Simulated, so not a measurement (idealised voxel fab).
The document below concerns the process module designated voxel local oxidation.
Square cell edge 5 nm, section width 280 nm, ID cut.
We lay out every cross-section as a grid of square cells and spell it out in bands from the top down, where one band means one or more rows of cells. The band entry comprises the height of the band's top followed by the height of its bottom, expressed in nm, and subsequently the band's materials from left to right, each stated together with its width in nm. Where a single material is marked with the word "throughout", that material fills the band from edge to edge. The word "empty" represents empty space. Height 0 is the level under which the wafer as received is all one material. The lowest band goes on downwards, as in "0 and below". Width: "30->40" (first number = top row, second number = bottom row, same change from row to row of cells). Step marked "no alterations made"? Then no cell in the cross-section changed in it. closed voids: empty space of 8 cells or more with no open way to the top, each as width x height at its distance from the left edge, in nm. On a step's line, text after the settings is the simulator commenting on that step. On any step carrying a mask, the "overlay nm" setting, if present on the step's line, tells how far right of its planned place the mask lay; negative values point to the left.

PROCESS STEPS - PLAN
1,op RECEIVE | material Si
2,op CONFORMAL_DEP | material SiO2 | thk nm 5
3,op CONFORMAL_DEP | material SiN | thk nm 10
4,op DIRECTIONAL_DEP | material aC | thk nm 15
5,op PATTERN | tone cover | mask id ACTIVE | material resist | width nm 80 | thk nm 35 | overlay nm 0
6,op DIRECTIONAL_ETCH | etch materials aC | depth nm 15
7,op STRIP | etch materials resist
8,op DIRECTIONAL_ETCH | etch materials SiN | depth nm 10
9,op STRIP | etch materials aC
10,op SELECTIVE_ETCH | etch materials SiO2 | depth nm 5
11,op OXIDIZE | depth nm 15
12,op STRIP | etch materials SiN
Quick note for whoever runs this: the wafers start identical, but the width nm at step 5 isn't the same across them. The plan just shows what the first wafer had.

AS RECEIVED, I.E. AFTER STEP 1: CROSS-SECTION THROUGH THE FIRST OF SEVERAL WAFERS
	0 and below: Si throughout
	closed voids: none

QUICK LOOK AT THE CROSS-SECTION OF THE FIRST OF SEVERAL WAFERS AFTER STEP 12, WHICH WRAPS UP THE MODULE
	5 down to 0: empty 105 nm | SiO2 70 nm | empty 105 nm
	0 down to -15: SiO2 120 nm | Si 40 nm | SiO2 120 nm
	-15 and below: Si throughout
	closed voids: none

FINAL WAFER CROSS-SECTION AT MODULE END
	5 down to 0: empty 95 nm | SiO2 95 nm | empty 90 nm
	0 down to -15: SiO2 110 nm | Si 65 nm | SiO2 105 nm
	-15 and below: Si throughout
	closed voids: none

EACH ROW BELOW IS A WAFER AT THE END OF THE MODULE, LISTING FOR EVERY MATERIAL THE NUMBER OF CELLS IT HAS GAINED (+) OR LOST (-) SINCE IT WAS RECEIVED, FOLLOWED BY ITS CLOSED VOIDS
width nm 80 | -144 Si | +158 SiO2 | closed voids: none
width nm 85 | -141 Si | +156 SiO2 | closed voids: none
width nm 90 | -138 Si | +154 SiO2 | closed voids: none
width nm 95 | -135 Si | +152 SiO2 | closed voids: none
width nm 100 | -132 Si | +150 SiO2 | closed voids: none
width nm 105 | -129 Si | +148 SiO2 | closed voids: none
